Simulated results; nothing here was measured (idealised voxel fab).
process module | voxel gate over fins
cross-section cut | 215 nm wide | cells 5 nm
A cross-section is a grid of square cells, given in bands from the top down. A band is one or more rows of cells.
Each band's line starts with the height of the band's top and of its bottom, in nm. Then come its materials from left to right, each with its width in nm. One material with "throughout" fills the band from edge to edge. "air" is empty space.
Height 0 is the level under which the wafer as received is all one material. The lowest band goes on downwards, as in "0 down".
A width such as "30 to 40" changes by the same amount from each row of cells to the next, from the band's top row to its bottom row.
"no change" after a step means that no cell of the cross-section changed.
closed voids: empty space of 8 cells or more with no open way to the top, each as width x height at its distance from the left edge, in nm
after a step's settings: what the simulator itself notes on the step
overlay nm, on a step with a mask: how far to the right of its planned place the mask lay; to the left if negative
plan
1 op RECEIVE | material Si
2 op CONFORMAL_DEP | material SiN | thk nm 10
3 op MASKED_ETCH | tone cover | mask id FINS | width nm 15 | pitch nm 40 | etch materials SiN | depth nm 10 | overlay nm 0
4 op MASKED_ETCH | tone cover | mask id FINS | width nm 15 | pitch nm 40 | etch materials Si | depth nm 35 | overlay nm 0
5 op OXIDIZE | depth nm 5
6 op FILL_DEP | material SiO2 | thk nm 5
7 op CMP | height nm 10
8 op SELECTIVE_ETCH | etch materials SiO2 | depth nm 20
9 op STRIP | etch materials SiN
10 op CONFORMAL_DEP | material HfO2 | thk nm 5
11 op CONFORMAL_DEP | material TiN | thk nm 5
12 op CONFORMAL_DEP | material TiAl | thk nm 5
13 op CONFORMAL_DEP | material TiN | thk nm 5
14 op FILL_DEP | material W | thk nm 10
15 op CMP | height nm 25
16 op CONFORMAL_DEP | material SiCN | thk nm 10
first wafer, as planned
as received, after step 1
  0 down: Si throughout
  closed voids: none
after step 2
  10 to 0: SiN throughout
  below 0: unchanged
after step 3
  10 to 0: air 80 | SiN 15 | air 25 | SiN 15 | air 80
  below 0: unchanged
after step 4
  10 to 0: air 80 | SiN 15 | air 25 | SiN 15 | air 80
  0 to -35: air 80 | Si 15 | air 25 | Si 15 | air 80
  below -35: unchanged
after step 5
  10 to 0: air 80 | SiN 15 | air 25 | SiN 15 | air 80
  0 to -35: air 80 | SiO2 5 | Si 5 | SiO2 5 | air 25 | SiO2 5 | Si 5 | SiO2 5 | air 80
  -35 to -40: SiO2 85 | Si 5 | SiO2 35 | Si 5 | SiO2 85
  below -40: unchanged
after step 6
  15 to 10: SiO2 throughout
  10 to 0: SiO2 80 | SiN 15 | SiO2 25 | SiN 15 | SiO2 80
  0 to -40: SiO2 85 | Si 5 | SiO2 35 | Si 5 | SiO2 85
  below -40: unchanged
after step 7
  10 to 0: SiO2 80 | SiN 15 | SiO2 25 | SiN 15 | SiO2 80
  below 0: unchanged
after step 8
  10 to 0: air 80 | SiN 15 | air 25 | SiN 15 | air 80
  0 to -10: air 85 | Si 5 | air 35 | Si 5 | air 85
  below -10: unchanged
after step 9
  0 to -10: air 85 | Si 5 | air 35 | Si 5 | air 85
  below -10: unchanged
after step 10
  5 to 0: air 80 | HfO2 15 | air 25 | HfO2 15 | air 80
  0 to -5: air 80 | HfO2 5 | Si 5 | HfO2 5 | air 25 | HfO2 5 | Si 5 | HfO2 5 | air 80
  -5 to -10: HfO2 85 | Si 5 | HfO2 35 | Si 5 | HfO2 85
  below -10: unchanged
after step 11
  10 to 5: air 75 | TiN 25 | air 15 | TiN 25 | air 75
  5 to 0: air 75 | TiN 5 | HfO2 15 | TiN 5 | air 15 | TiN 5 | HfO2 15 | TiN 5 | air 75
  0 to -5: TiN 80 | HfO2 5 | Si 5 | HfO2 5 | TiN 25 | HfO2 5 | Si 5 | HfO2 5 | TiN 80
  below -5: unchanged
after step 12
  15 to 10: air 70 | TiAl 35 | air 5 | TiAl 35 | air 70
  10 to 5: air 70 | TiAl 5 | TiN 25 | TiAl 5 | air 5 | TiAl 5 | TiN 25 | TiAl 5 | air 70
  5 to 0: TiAl 75 | TiN 5 | HfO2 15 | TiN 5 | TiAl 15 | TiN 5 | HfO2 15 | TiN 5 | TiAl 75
  below 0: unchanged
after step 13
  20 to 15: air 65 | TiN 85 | air 65
  15 to 10: air 65 | TiN 5 | TiAl 35 | TiN 5 | TiAl 35 | TiN 5 | air 65
  10 to 5: TiN 70 | TiAl 5 | TiN 25 | TiAl 5 | TiN 5 | TiAl 5 | TiN 25 | TiAl 5 | TiN 70
  below 5: unchanged
after step 14
  30 to 20: W throughout
  20 to 15: W 65 | TiN 85 | W 65
  15 to 10: W 65 | TiN 5 | TiAl 35 | TiN 5 | TiAl 35 | TiN 5 | W 65
  below 10: unchanged
after step 15
  25 to 20: W throughout
  below 20: unchanged
after step 16
  35 to 25: SiCN throughout
  below 25: unchanged
second wafer: like start, like plan, one mistake. Through step 15 it matches the first wafer
when step 16 should have ended
  40 to 25: SiCN throughout
  below 25: unchanged
what went wrong: step 16 ran as: op CONFORMAL_DEP | material SiCN | thk nm 15
at the end the second wafer has, in cells: 43 more of SiCN
